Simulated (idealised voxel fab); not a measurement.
The process module presented herein is designated voxel capacitor over wiring.
The width of the displayed cross-section, cut, is 220 nm; its cells are square, with a size of 5 nm.
The cross-sections in this document take the form of a grid made of square cells. They are written out as bands, in order from top to bottom. Each band consists of one or more rows of cells.
Quick guide to a band line: top height, bottom height (nm) up front; then every material left to right with its width in nm. Only one material and it's marked "full width"? Then it fills the band edge to edge. And "blank" just means empty space.
Heads up on the height convention: 0 is the point under which the incoming wafer is all one material, and the lowest band has no bottom, it just keeps going down, like "0 and below".
Width: "30 to 40" (first number = top row, second number = bottom row, same change from row to row of cells).
The designation "left unchanged", where it is given for a processing step, indicates that no cell of the cross-section was altered in the course of that step.
Voids not open to the top, 8 cells minimum: see "Voids, sealed". Written width x height at distance; distance is from the left edge; nm.
Note: text after step settings on the step line = simulator remark on that step.
"overlay nm" on a masked step: distance the mask lay right of its planned place, negative for left.
### Process steps foreseen in the plan
step 1: RECEIVE (material Si)
step 2: CONFORMAL_DEP (material SiO2; thk nm 10)
step 3: DIRECTIONAL_DEP (material TiN; thk nm 5)
step 4: DIRECTIONAL_DEP (material W; thk nm 20)
step 5: DIRECTIONAL_DEP (material aC; thk nm 10)
step 6: PATTERN (tone cover; mask id METAL_1; material resist; width nm 20; pitch nm 70; thk nm 30; overlay nm 0)
step 7: DIRECTIONAL_ETCH (etch materials aC; depth nm 10)
step 8: STRIP (etch materials resist)
step 9: DIRECTIONAL_ETCH (etch materials W; depth nm 20)
step 10: DIRECTIONAL_ETCH (etch materials TiN; depth nm 5)
step 11: STRIP (etch materials aC)
step 12: FILL_DEP (material SiO2; thk nm 10)
step 13: CMP (height nm 35)
step 14: CONFORMAL_DEP (material SiCN; thk nm 5)
step 15: DIRECTIONAL_DEP (material SiO2; thk nm 20)
step 16: PATTERN (tone open; mask id PLUG_1; material resist; width nm 15; thk nm 20; overlay nm 0)
step 17: DIRECTIONAL_ETCH (etch materials SiO2; depth nm 20)
step 18: DIRECTIONAL_ETCH (etch materials SiCN; depth nm 5)
step 19: STRIP (etch materials resist)
step 20: CONFORMAL_DEP (material TiN; thk nm 5)
step 21: FILL_DEP (material Cu; thk nm 5)
step 22: CMP (height nm 60)
step 23: DIRECTIONAL_DEP (material TiN; thk nm 10)
step 24: DIRECTIONAL_DEP (material HfO2; thk nm 5)
step 25: DIRECTIONAL_DEP (material TiN; thk nm 5)
step 26: MASKED_ETCH (tone cover; mask id UPPER_PLATE; width nm 55; etch materials TiN; depth nm 5; overlay nm 0)
step 27: MASKED_ETCH (tone cover; mask id UPPER_PLATE; width nm 55; etch materials HfO2; depth nm 5; overlay nm -15)
step 28: MASKED_ETCH (tone cover; mask id LOWER_PLATE; width nm 65; etch materials TiN; depth nm 10; overlay nm 0)
step 29: FILL_DEP (material SiO2; thk nm 20)
step 30: CMP (height nm 95)
step 31: PATTERN (tone open; mask id PLUG_2; material resist; width nm 15; thk nm 15; overlay nm 0)
step 32: DIRECTIONAL_ETCH (etch materials SiO2; depth nm 15)
step 33: STRIP (etch materials resist)
step 34: CONFORMAL_DEP (material TiN; thk nm 5)
step 35: FILL_DEP (material Cu; thk nm 10)
step 36: CMP (height nm 95)
step 37: CONFORMAL_DEP (material SiN; thk nm 5)
Variable across wafers: step 27 overlay nm (plan value is that of the first wafer; starting state common to all).
### The first of several wafers in cross-section, exactly as it reached us after step 1
0 and below  Si full width
Voids, sealed: none
### Per-wafer rows below. For each material: cells gained (+) or lost (-) since the wafer was received, as of end of module. Then: closed voids
overlay nm -15; +6 Cu; +14 HfO2; +41 SiCN; +44 SiN; +676 SiO2; +67 TiN; +32 W; Voids, sealed: none
overlay nm -10; +6 Cu; +13 HfO2; +41 SiCN; +44 SiN; +679 SiO2; +65 TiN; +32 W; Voids, sealed: none
overlay nm -5; +6 Cu; +12 HfO2; +41 SiCN; +44 SiN; +682 SiO2; +63 TiN; +32 W; Voids, sealed: none
overlay nm 0; +6 Cu; +11 HfO2; +41 SiCN; +44 SiN; +683 SiO2; +63 TiN; +32 W; Voids, sealed: none
overlay nm 5; +6 Cu; +12 HfO2; +41 SiCN; +44 SiN; +682 SiO2; +63 TiN; +32 W; Voids, sealed: none
overlay nm 10; +6 Cu; +13 HfO2; +41 SiCN; +44 SiN; +679 SiO2; +65 TiN; +32 W; Voids, sealed: none
overlay nm 15; +6 Cu; +14 HfO2; +41 SiCN; +44 SiN; +676 SiO2; +67 TiN; +32 W; Voids, sealed: none
